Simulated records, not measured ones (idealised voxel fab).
process module | voxel ribs on slabs
cross-section cut | 155 nm wide | cells 5 nm
A cross-section is a grid of square cells, given in bands from the top down. A band is one or more rows of cells.
Each band's line starts with the height of the band's top and of its bottom, in nm. Then come its materials from left to right, each with its width in nm. One material with "throughout" fills the band from edge to edge. "air" is empty space.
Height 0 is the level under which the wafer as received is all one material. The lowest band goes on downwards, as in "0 down".
A width such as "30 to 40" changes by the same amount from each row of cells to the next, from the band's top row to its bottom row.
"no change" after a step means that no cell of the cross-section changed.
closed voids: empty space of 8 cells or more with no open way to the top, each as width x height at its distance from the left edge, in nm
after a step's settings: what the simulator itself notes on the step
overlay nm, on a step with a mask: how far to the right of its planned place the mask lay; to the left if negative
plan
1 op RECEIVE | material Si
2 op DIRECTIONAL_DEP | material SiO2 | thk nm 20
3 op DIRECTIONAL_DEP | material SiN | thk nm 15
4 op DIRECTIONAL_DEP | material aC | thk nm 15
5 op PATTERN | tone cover | mask id RIB | material resist | width nm 30 | thk nm 35 | overlay nm 0
6 op DIRECTIONAL_ETCH | etch materials aC | depth nm 15
7 op STRIP | etch materials resist
8 op DIRECTIONAL_ETCH | etch materials SiN | depth nm 10
9 op STRIP | etch materials aC
10 op MASKED_ETCH | tone cover | mask id SLAB | width nm 90 | etch materials SiN | depth nm 5 | overlay nm 0
11 op FILL_DEP | material SiO2 | thk nm 15
12 op CMP | height nm 45
13 op DIRECTIONAL_DEP | material W | thk nm 5
14 op MASKED_ETCH | tone cover | mask id HEATER | width nm 40 | etch materials W | depth nm 5 | overlay nm 0
15 op CONFORMAL_DEP | material SiN | thk nm 10
as received, after step 1
  0 down: Si throughout
  closed voids: none
first wafer at the end, as planned
  60 to 55: air 45 | SiN 60 | air 50
  55 to 50: SiN throughout
  50 to 45: SiN 55 | W 40 | SiN 60
  45 to 35: SiO2 throughout
  35 to 25: SiO2 60 | SiN 30 | SiO2 65
  25 to 20: SiO2 30 | SiN 90 | SiO2 35
  20 to 0: SiO2 throughout
  0 down: Si throughout
  closed voids: none
second wafer at the end: like start, like plan, one mistake
  60 to 55: air 45 | SiN 60 | air 50
  55 to 50: SiN throughout
  50 to 45: SiN 55 | W 40 | SiN 60
  45 to 35: SiO2 60 | SiN 30 | SiO2 65
  35 to 30: SiO2 30 | SiN 90 | SiO2 35
  30 to 0: SiO2 throughout
  0 down: Si throughout
  closed voids: none
what went wrong: step 2 ran as: op DIRECTIONAL_DEP | material SiO2 | thk nm 30
at the end the second wafer has, in cells: as many of each material as the first, in other places
